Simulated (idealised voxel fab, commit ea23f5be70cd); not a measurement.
Process module under the name voxel self aligned vias
The cross-section on display is named cut; it measures 140 nm wide, and its cells are 5 nm squares.
In what follows, cross-sections appear as grids of square cells, described through bands that run from the top down, where every band is one or more rows of cells. Quick guide to a band line: top height, bottom height (nm) up front; then every material left to right with its width in nm. Only one material and it's marked "throughout"? Then it fills the band edge to edge. And "empty" just means empty space. Height datum 0, below which the as-received substrate wafer is one material. Lowest band open at the bottom, running downward: "0 and below". With a width like "30..40", each row of cells in the band differs from the next by the same amount, the top row carrying the first number and the bottom row the second. "no change occurred" -> step changed no cross-section cell. Listed closed voids: empty space of 8 cells or more with no open way to the top, each as width x height at its distance from the left edge, in nm. Anything after a step's settings on that line? It's the simulator's own note about the step. overlay nm: right-of-plan distance of the mask on a masked step; negative values mean left-of-plan.

Intended process steps
step 1: RECEIVE with material Si
step 2: CONFORMAL_DEP with material SiO2, thk nm 15
step 3: CONFORMAL_DEP with material SiCN, thk nm 5
step 4: DIRECTIONAL_DEP with material SiO2, thk nm 30
step 5: DIRECTIONAL_DEP with material aC, thk nm 10
step 6: PATTERN with tone open, mask id LINES, material resist, width nm 25, pitch nm 60, thk nm 30, overlay nm 0
step 7: DIRECTIONAL_ETCH with etch materials aC, depth nm 10
step 8: STRIP with etch materials resist
step 9: DIRECTIONAL_ETCH with etch materials SiO2, depth nm 30
step 10: STRIP with etch materials aC
step 11: CONFORMAL_DEP with material TiN, thk nm 5
step 12: FILL_DEP with material W, thk nm 10
step 13: CMP with height nm 50
step 14: SELECTIVE_ETCH with etch materials W Ru TiN, depth nm 5
step 15: FILL_DEP with material SiN, thk nm 10
step 16: CMP with height nm 50
step 17: DIRECTIONAL_DEP with material SiO2, thk nm 20
step 18: DIRECTIONAL_DEP with material aC, thk nm 15
step 19: PATTERN with tone open, mask id VIAS, material resist, width nm 35, thk nm 35, overlay nm 0
step 20: DIRECTIONAL_ETCH with etch materials aC, depth nm 15
step 21: STRIP with etch materials resist
step 22: DIRECTIONAL_ETCH with etch materials SiO2, depth nm 20
step 23: DIRECTIONAL_ETCH with etch materials SiN, depth nm 5
step 24: STRIP with etch materials aC
step 25: CONFORMAL_DEP with material TiN, thk nm 5
step 26: FILL_DEP with material Ru, thk nm 10
step 27: CMP with height nm 70
step 28: CONFORMAL_DEP with material SiN, thk nm 5

As received, after step 1
> 0 and below  Si throughout
> Listed closed voids: none

Post-module cross-section of the first of two wafers (run per plan)
> 75 down to 70  SiN throughout
> 70 down to 55  20 of SiO2, then 5 of TiN, then 25 of Ru, then 5 of TiN, then 85 of SiO2
> 55 down to 50  20 of SiO2, then 10 of TiN, then 15 of Ru, then 10 of TiN, then 85 of SiO2
> 50 down to 45  25 of SiO2, then 25 of TiN, then 35 of SiO2, then 25 of SiN, then 30 of SiO2
> 45 down to 25  25 of SiO2, then 5 of TiN, then 15 of W, then 5 of TiN, then 35 of SiO2, then 5 of TiN, then 15 of W, then 5 of TiN, then 30 of SiO2
> 25 down to 20  25 of SiO2, then 25 of TiN, then 35 of SiO2, then 25 of TiN, then 30 of SiO2
> 20 down to 15  SiCN throughout
> 15 down to 0  SiO2 throughout
> 0 and below  Si throughout
> Listed closed voids: none

The second wafer, shown in cross-section after the module: started the same way as the first and given the same plan, yet one mistake crept into how it was run
> 75 down to 70  SiN throughout
> 70 down to 55  15 of SiO2, then 5 of TiN, then 35 of Ru, then 5 of TiN, then 80 of SiO2
> 55 down to 50  15 of SiO2, then 15 of TiN, then 15 of Ru, then 15 of TiN, then 80 of SiO2
> 50 down to 45  25 of SiO2, then 25 of TiN, then 35 of SiO2, then 25 of SiN, then 30 of SiO2
> 45 down to 25  25 of SiO2, then 5 of TiN, then 15 of W, then 5 of TiN, then 35 of SiO2, then 5 of TiN, then 15 of W, then 5 of TiN, then 30 of SiO2
> 25 down to 20  25 of SiO2, then 25 of TiN, then 35 of SiO2, then 25 of TiN, then 30 of SiO2
> 20 down to 15  SiCN throughout
> 15 down to 0  SiO2 throughout
> 0 and below  Si throughout
> Listed closed voids: none
Plan not followed: note that step 19 departed from the planned setting and was carried out as PATTERN with tone open, mask id VIAS, material resist, width nm 45, thk nm 35, overlay nm 0
End check, counted in cells, second wafer has more or fewer of these materials than the first: +6 Ru | -8 SiO2 | +2 TiN
